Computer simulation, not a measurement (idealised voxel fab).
process module | voxel released beams
cross-section cut | 265 nm wide | cells 5 nm
A cross-section is a grid of square cells, given in bands from the top down. A band is one or more rows of cells.
Each band's line starts with the height of the band's top and of its bottom, in nm. Then come its materials from left to right, each with its width in nm. One material with "throughout" fills the band from edge to edge. "air" is empty space.
Height 0 is the level under which the wafer as received is all one material. The lowest band goes on downwards, as in "0 down".
A width such as "30 to 40" changes by the same amount from each row of cells to the next, from the band's top row to its bottom row.
"no change" after a step means that no cell of the cross-section changed.
closed voids: empty space of 8 cells or more with no open way to the top, each as width x height at its distance from the left edge, in nm
after a step's settings: what the simulator itself notes on the step
overlay nm, on a step with a mask: how far to the right of its planned place the mask lay; to the left if negative
plan
1 op RECEIVE | material Si
2 op CONFORMAL_DEP | material SiN | thk nm 10
3 op DIRECTIONAL_DEP | material SiO2 | thk nm 15
4 op PATTERN | tone open | mask id ANCHOR | material resist | width nm 40 | thk nm 15 | overlay nm 0
5 op DIRECTIONAL_ETCH | etch materials SiO2 | depth nm 15
6 op STRIP | etch materials resist
7 op CONFORMAL_DEP | material W | thk nm 15
8 op DIRECTIONAL_DEP | material aC | thk nm 10
9 op PATTERN | tone cover | mask id BEAM | material resist | width nm 90 | thk nm 30 | overlay nm 0
10 op DIRECTIONAL_ETCH | etch materials aC | depth nm 10
11 op STRIP | etch materials resist
12 op DIRECTIONAL_ETCH | etch materials W | depth nm 15
13 op STRIP | etch materials aC
14 op STRIP | etch materials SiO2
first wafer, as planned
as received, after step 1
  0 down: Si throughout
  closed voids: none
after step 2
  10 to 0: SiN throughout
  below 0: unchanged
after step 3
  25 to 10: SiO2 throughout
  below 10: unchanged
after step 4
  40 to 25: resist 90 | air 40 | resist 135
  below 25: unchanged
after step 5
  40 to 25: resist 90 | air 40 | resist 135
  25 to 10: SiO2 90 | air 40 | SiO2 135
  below 10: unchanged
after step 6
  25 to 10: SiO2 90 | air 40 | SiO2 135
  below 10: unchanged
after step 7
  40 to 25: W 105 | air 10 | W 150
  25 to 10: SiO2 90 | W 40 | SiO2 135
  below 10: unchanged
after step 8
  50 to 40: aC 105 | air 10 | aC 150
  40 to 35: W 105 | air 10 | W 150
  35 to 25: W 105 | aC 10 | W 150
  below 25: unchanged
after step 9
  80 to 50: air 85 | resist 90 | air 90
  50 to 40: aC 105 | resist 10 | aC 150
  40 to 35: W 105 | resist 10 | W 150
  below 35: unchanged
after step 10
  70 to 50: air 85 | resist 90 | air 90
  50 to 40: air 85 | aC 20 | resist 10 | aC 60 | air 90
  below 40: unchanged
after step 11
  50 to 40: air 85 | aC 20 | air 10 | aC 60 | air 90
  40 to 35: W 105 | air 10 | W 150
  below 35: unchanged
after step 12
  50 to 40: air 85 | aC 20 | air 10 | aC 60 | air 90
  40 to 35: air 85 | W 20 | air 10 | W 60 | air 90
  35 to 25: air 85 | W 20 | aC 10 | W 60 | air 90
  below 25: unchanged
after step 13
  40 to 25: air 85 | W 20 | air 10 | W 60 | air 90
  below 25: unchanged
after step 14
  40 to 25: air 85 | W 20 | air 10 | W 60 | air 90
  25 to 10: air 90 | W 40 | air 135
  below 10: unchanged
second wafer: like start, like plan, one mistake. Through step 1 it matches the first wafer
when step 2 should have ended
  15 to 0: SiO2 throughout
  below 0: unchanged
when step 3 should have ended
  25 to 15: SiN throughout
  below 15: unchanged
when step 4 should have ended
  40 to 25: resist 90 | air 40 | resist 135
  below 25: unchanged
when step 5 should have ended: no change
when step 6 should have ended
  25 to 15: SiN throughout
  below 15: unchanged
when step 7 should have ended
  40 to 25: W throughout
  below 25: unchanged
when step 8 should have ended
  50 to 40: aC throughout
  below 40: unchanged
when step 9 should have ended
  80 to 50: air 85 | resist 90 | air 90
  below 50: unchanged
when step 10 should have ended
  70 to 50: air 85 | resist 90 | air 90
  50 to 40: air 85 | aC 90 | air 90
  below 40: unchanged
when step 11 should have ended
  50 to 40: air 85 | aC 90 | air 90
  below 40: unchanged
when step 12 should have ended
  50 to 40: air 85 | aC 90 | air 90
  40 to 25: air 85 | W 90 | air 90
  below 25: unchanged
when step 13 should have ended
  40 to 25: air 85 | W 90 | air 90
  below 25: unchanged
when step 14 should have ended: no change
what went wrong: steps 2 and 3 were swapped
at the end the second wafer has, in cells: 159 more of SiO2 | 18 fewer of W
